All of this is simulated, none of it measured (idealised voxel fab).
Module name: voxel transistor to metal (process module)
Section shown: cut. Width: 190 nm. Cell size: 5 nm, square.
Each cross-section below is a grid of square cells, stated as bands in top-down order, with one or more rows of cells making up each band.
Read a band's entry like this: the first values are the height of its top and the height of its bottom in nm, and what follows is the sequence of materials from left to right, each with its width in nm. Note that "air" is empty space, and that a single material marked "throughout" reaches across the band from edge to edge.
Note: height 0 marks the level under which the wafer is uniformly one material as received. Lowest band unbounded below, written "0..down".
Think of "30->40" as a width that walks from the first number to the second as you go down the band, top row to bottom row, taking equal-sized steps from row to row.
Basically "same as before" means that step didn't change any cell in the cross-section.
Entry "Enclosed internal voids". Content: empty spaces with no open connection to the top, size 8 cells or greater. Each: width x height at distance. Distance: from left edge. Unit: nm.
Text after the settings on a step's line: the simulator's own remark on that step.
The optional step-line setting "overlay nm" applies to steps with a mask and quantifies how far to the right of its planned location the mask lay, a negative value indicating leftward placement.
The steps planned for the process are as follows:
1,RECEIVE [material Si]
2,OXIDIZE [depth nm 5]
3,CONFORMAL_DEP [material SiN] [thk nm 15]
4,PATTERN [tone cover] [mask id ACTIVE] [material resist] [width nm 115] [thk nm 20] [overlay nm 0]
5,DIRECTIONAL_ETCH [etch materials SiN] [depth nm 15]
6,DIRECTIONAL_ETCH [etch materials SiO2] [depth nm 5]
7,DIRECTIONAL_ETCH [etch materials Si] [depth nm 30]
8,STRIP [etch materials resist]
9,FILL_DEP [material SiO2] [thk nm 10]
10,CMP [height nm 15]
11,SELECTIVE_ETCH [etch materials SiO2] [depth nm 15]
12,STRIP [etch materials SiN]
13,SELECTIVE_ETCH [etch materials SiO2] [depth nm 5]
14,OXIDIZE [depth nm 5]
15,DIRECTIONAL_DEP [material polySi] [thk nm 25]
16,DIRECTIONAL_DEP [material SiCN] [thk nm 10]
17,MASKED_ETCH [tone cover] [mask id GATE] [width nm 25] [etch materials SiCN] [depth nm 20] [overlay nm 0]
18,MASKED_ETCH [tone cover] [mask id GATE] [width nm 25] [etch materials polySi] [depth nm 35] [overlay nm 0]
19,CONFORMAL_DEP [material SiO2] [thk nm 5]
20,DIRECTIONAL_ETCH [etch materials SiO2] [depth nm 5]
21,CONFORMAL_DEP [material SiN] [thk nm 10]
22,DIRECTIONAL_ETCH [etch materials SiN] [depth nm 10]
23,DIRECTIONAL_ETCH [etch materials SiO2] [depth nm 5]
24,EPI [material pSi] [thk nm 5]
25,FILL_DEP [material SiO2] [thk nm 10]
26,CMP [height nm 20]
27,STRIP [etch materials polySi]
28,SELECTIVE_ETCH [etch materials SiO2] [depth nm 5]
29,CONFORMAL_DEP [material HfO2] [thk nm 5]
30,CONFORMAL_DEP [material TiN] [thk nm 5]
31,FILL_DEP [material W] [thk nm 10]
32,CMP [height nm 15]
33,DIRECTIONAL_DEP [material SiO2] [thk nm 15]
34,PATTERN [tone open] [mask id CONTACT] [material resist] [width nm 15] [pitch nm 80] [thk nm 15] [overlay nm 0]
35,DIRECTIONAL_ETCH [etch materials SiO2] [depth nm 35]
36,STRIP [etch materials resist]
37,CONFORMAL_DEP [material TiN] [thk nm 5]
38,FILL_DEP [material Ru] [thk nm 10]
39,CMP [height nm 30]
40,DIRECTIONAL_DEP [material TiN] [thk nm 5]
41,DIRECTIONAL_DEP [material W] [thk nm 15]
42,MASKED_ETCH [tone cover] [mask id METAL_1] [width nm 15] [pitch nm 80] [etch materials W] [depth nm 15] [overlay nm 0]
43,MASKED_ETCH [tone cover] [mask id METAL_1] [width nm 15] [pitch nm 80] [etch materials TiN] [depth nm 5] [overlay nm 0]
44,CONFORMAL_DEP [material SiCN] [thk nm 5]
45,FILL_DEP [material lowk] [thk nm 5]
46,CMP [height nm 50]
47,CONFORMAL_DEP [material SiCN] [thk nm 5]
48,DIRECTIONAL_DEP [material SiO2] [thk nm 30]
49,DIRECTIONAL_DEP [material aC] [thk nm 15]
50,PATTERN [tone open] [mask id METAL_2] [material resist] [width nm 15] [pitch nm 80] [thk nm 30] [overlay nm 0]
51,DIRECTIONAL_ETCH [etch materials aC] [depth nm 15]
52,STRIP [etch materials resist]
53,DIRECTIONAL_ETCH [etch materials SiO2] [depth nm 15]
54,STRIP [etch materials aC]
55,PATTERN [tone open] [mask id METAL_2_HOLES] [material resist] [width nm 15] [pitch nm 80] [thk nm 15] [overlay nm 0]
56,DIRECTIONAL_ETCH [etch materials SiO2] [depth nm 15]
57,DIRECTIONAL_ETCH [etch materials SiCN] [depth nm 5]
58,STRIP [etch materials resist]
59,CONFORMAL_DEP [material TiN] [thk nm 5]
60,FILL_DEP [material Cu] [thk nm 5]
61,CMP [height nm 85]
62,CONFORMAL_DEP [material SiN] [thk nm 5]
As-received state of the wafer in cross-section, equivalent to post-step 1:
	0..down  Si throughout
	Enclosed internal voids: none
Below is the wafer in cross-section after the module was completed. It began from the starting point shown above and followed the plan shown above, except that one mistake was made while running it:
	90..85  SiN throughout
	85..55  45 nm SiO2, then 5 nm TiN, then 5 nm Cu, then 5 nm TiN, then 65 nm SiO2, then 5 nm TiN, then 5 nm Cu, then 5 nm TiN, then 50 nm SiO2
	55..50  45 nm SiCN, then 15 nm TiN, then 65 nm SiCN, then 15 nm TiN, then 50 nm SiCN
	50..35  40 nm lowk, then 5 nm SiCN, then 15 nm W, then 5 nm SiCN, then 55 nm lowk, then 5 nm SiCN, then 15 nm W, then 5 nm SiCN, then 45 nm lowk
	35..30  45 nm SiCN, then 15 nm TiN, then 65 nm SiCN, then 15 nm TiN, then 50 nm SiCN
	30..20  55 nm SiO2, then 5 nm TiN, then 5 nm Ru, then 5 nm TiN, then 65 nm SiO2, then 5 nm TiN, then 5 nm Ru, then 5 nm TiN, then 40 nm SiO2
	20..15  55 nm SiO2, then 15 nm TiN, then 65 nm SiO2, then 5 nm TiN, then 5 nm Ru, then 5 nm TiN, then 40 nm SiO2
	15..0  55 nm SiO2, then 10 nm TiN, then 10 nm SiN, then 5 nm HfO2, then 5 nm TiN, then 15 nm W, then 5 nm TiN, then 5 nm HfO2, then 10 nm SiN, then 15 nm SiO2, then 5 nm TiN, then 5 nm Ru, then 5 nm TiN, then 40 nm SiO2
	0..-5  55 nm SiO2, then 10 nm TiN, then 10 nm SiN, then 5 nm HfO2, then 25 nm TiN, then 5 nm HfO2, then 10 nm SiN, then 15 nm SiO2, then 15 nm TiN, then 40 nm SiO2
	-5..-10  30 nm SiO2, then 35 nm pSi, then 10 nm SiO2, then 35 nm HfO2, then 10 nm SiO2, then 35 nm pSi, then 35 nm SiO2
	-10..-35  35 nm SiO2, then 115 nm Si, then 40 nm SiO2
	-35..down  Si throughout
	Enclosed internal voids: none
Here's what went sideways: planned and actual differ for step 34; actual: PATTERN [tone open] [mask id CONTACT] [material resist] [width nm 15] [pitch nm 80] [thk nm 15] [overlay nm 10]
